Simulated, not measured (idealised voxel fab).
The document below concerns the process module designated voxel self aligned contacts.
In the cross-section labelled cut, the width is 210 nm and each square cell is 5 nm.
Bands, listed from the top down, are how a cross-section gets written in this document; the cross-section itself is a grid of square cells, and a band is one or more rows of them. The band entry comprises the height of the band's top followed by the height of its bottom, expressed in nm, and subsequently the band's materials from left to right, each stated together with its width in nm. Where a single material is marked with the word "full width", that material fills the band from edge to edge. The word "air" represents empty space. Beneath 0, the wafer as received is one material, and that level is where height counting begins. The lowest band goes on downward without a bottom; it is written like "0 -> down". Per-row width for "30->40": begins at first number (top row of band), ends at second number (bottom row), increment between rows held constant. Where the words "nothing got changed" appear for a step, the cross-section shows no cell changed by that step; every cell remained as before. Enclosed voids (no open way to top), threshold 8 cells or more, entry "Sealed cavities", notation width x height at distance, distance from left edge, nm. What comes after the settings on a step's line is commentary from the simulator itself on that step. You can add "overlay nm" to a step's line. For a step with a mask, it describes how far the mask lay to the right of its planned position, and a negative number describes a lay to the left.

# Process steps (planned)
1. RECEIVE,material Si
2. CONFORMAL_DEP,material SiO2,thk nm 5
3. DIRECTIONAL_DEP,material polySi,thk nm 20
4. DIRECTIONAL_DEP,material SiN,thk nm 15
5. DIRECTIONAL_DEP,material aC,thk nm 10
6. PATTERN,tone cover,mask id GATE,material resist,width nm 35,pitch nm 60,thk nm 30,overlay nm 0
7. DIRECTIONAL_ETCH,etch materials aC,depth nm 10
8. STRIP,etch materials resist
9. DIRECTIONAL_ETCH,etch materials SiN,depth nm 15
10. DIRECTIONAL_ETCH,etch materials polySi,depth nm 20
11. STRIP,etch materials aC
12. CONFORMAL_DEP,material SiN,thk nm 5
13. DIRECTIONAL_ETCH,etch materials SiN,depth nm 5
14. FILL_DEP,material SiO2,thk nm 15
15. CMP,height nm 50
16. PATTERN,tone open,mask id CONTACT,material resist,width nm 35,thk nm 20,overlay nm 0
17. DIRECTIONAL_ETCH,etch materials SiO2,depth nm 50
18. STRIP,etch materials resist
19. CONFORMAL_DEP,material TiN,thk nm 5
20. FILL_DEP,material W,thk nm 5
21. CMP,height nm 50
22. CONFORMAL_DEP,material SiN,thk nm 5

# Cross-section, incoming material, after step 1
  0 -> down = Si full width
  Sealed cavities: none

# First wafer of two, sectioned at end of module; run went per plan
  55 -> 50 = SiN full width
  50 -> 40 = SiO2 85, TiN 5->15, W 25->5, TiN 5->15, SiO2 90
  40 -> 25 = SiO2 50, SiN 45, TiN 5, W 5, TiN 5, SiN 45, SiO2 55
  25 -> 5 = SiO2 50, SiN 5, polySi 35, SiN 5, TiN 5, W 5, TiN 5, SiN 5, polySi 35, SiN 5, SiO2 55
  5 -> 0 = SiO2 95, TiN 15, SiO2 100
  0 -> down = Si full width
  Sealed cavities: none

# This is the second of the two wafers, cross-sectioned at the end of the module; it started exactly like the first and was given the same plan, but it was run with one mistake
  55 -> 50 = SiN full width
  50 -> 40 = SiO2 85, aC 5->15, W 25->5, aC 5->15, SiO2 90
  40 -> 25 = SiO2 50, SiN 45, aC 5, W 5, aC 5, SiN 45, SiO2 55
  25 -> 5 = SiO2 50, SiN 5, polySi 35, SiN 5, aC 5, W 5, aC 5, SiN 5, polySi 35, SiN 5, SiO2 55
  5 -> 0 = SiO2 95, aC 15, SiO2 100
  0 -> down = Si full width
  Sealed cavities: none
In executing the process, a mistake was made relative to the plan: step 19: run off-plan, actual operation and settings CONFORMAL_DEP,material aC,thk nm 5
Final wafer comparison in cells, second versus first, more or fewer per material: -25 TiN, +25 aC
